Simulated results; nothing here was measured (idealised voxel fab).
Name of the process module below: voxel self aligned contacts
FYI the section here is cut, 235 nm wide, cells are 5 nm squares.
In what follows, cross-sections appear as grids of square cells, described through bands that run from the top down, where every band is one or more rows of cells. The entry gives the band's vertical extent as a top height and a bottom height in nm, then its horizontal make-up as materials from left to right, each with a width in nm. "empty" stands for empty space; a single material marked "all across" fills the band edge to edge. Height 0 is the level under which the wafer as received is all one material. The lowest band goes on downwards, as in "0 down". Top row gets the first number, bottom row gets the second, and each row in between changes by the same step: that is how a band width like "30->40" works. Key: "no alterations made" - step with no changed cell in the cross-section. "Fully closed voids" enumerates empty spaces isolated from the top, with no open way to it, that contain at least 8 cells, giving each as width x height at distance from the left edge, all three in nm. Heads up: the bit after the settings on a step's line is the simulator's remark on that step. overlay nm, on a step with a mask: how far to the right of its planned place the mask lay; to the left if negative.

So here's the lineup of process steps we planned:
1: op RECEIVE | material Si
2: op CONFORMAL_DEP | material SiO2 | thk nm 5
3: op DIRECTIONAL_DEP | material polySi | thk nm 20
4: op DIRECTIONAL_DEP | material SiN | thk nm 25
5: op MASKED_ETCH | tone cover | mask id GATE | width nm 25 | pitch nm 65 | etch materials SiN | depth nm 25 | overlay nm 0
6: op MASKED_ETCH | tone cover | mask id GATE | width nm 25 | pitch nm 65 | etch materials polySi | depth nm 20 | overlay nm 0
7: op CONFORMAL_DEP | material SiN | thk nm 10
8: op DIRECTIONAL_ETCH | etch materials SiN | depth nm 10
9: op FILL_DEP | material SiO2 | thk nm 15
10: op CMP | height nm 60
11: op PATTERN | tone open | mask id CONTACT | material resist | width nm 50 | pitch nm 65 | thk nm 20 | overlay nm 0
12: op DIRECTIONAL_ETCH | etch materials SiO2 | depth nm 60
13: op STRIP | etch materials resist
14: op CONFORMAL_DEP | material TiN | thk nm 5
15: op FILL_DEP | material Ru | thk nm 10
16: op CMP | height nm 60
17: op CONFORMAL_DEP | material SiCN | thk nm 5

Wafer as received: cross-section following step 1:
- 0 down = Si all across
- Fully closed voids: none

The module was run from the start shown above using the plan shown above, but one mistake was made doing it; the resulting wafer cross-section is below:
- 65 to 60 = SiCN all across
- 60 to 55 = 55 nm Ru, 5 nm TiN, 50 nm SiO2, 5 nm TiN, 5 nm Ru, 5 nm TiN, 50 nm SiO2, 5 nm TiN, 55 nm Ru
- 55 to 50 = 25 nm Ru, 35 nm TiN, 50 nm SiO2, 15 nm TiN, 50 nm SiO2, 35 nm TiN, 25 nm Ru
- 50 to 25 = 25 nm Ru, 5 nm TiN, 45 nm SiN, 20 nm SiO2, 45 nm SiN, 20 nm SiO2, 45 nm SiN, 5 nm TiN, 25 nm Ru
- 25 to 5 = 25 nm Ru, 5 nm TiN, 10 nm SiN, 25 nm polySi, 10 nm SiN, 20 nm SiO2, 10 nm SiN, 25 nm polySi, 10 nm SiN, 20 nm SiO2, 10 nm SiN, 25 nm polySi, 10 nm SiN, 5 nm TiN, 25 nm Ru
- 5 to 0 = 30 nm TiN, 175 nm SiO2, 30 nm TiN
- 0 down = Si all across
- Fully closed voids: none
Plan not followed: in deviation from the planned setting, step 11 was conducted as op PATTERN | tone cover | mask id CONTACT | material resist | width nm 50 | pitch nm 65 | thk nm 20 | overlay nm 0
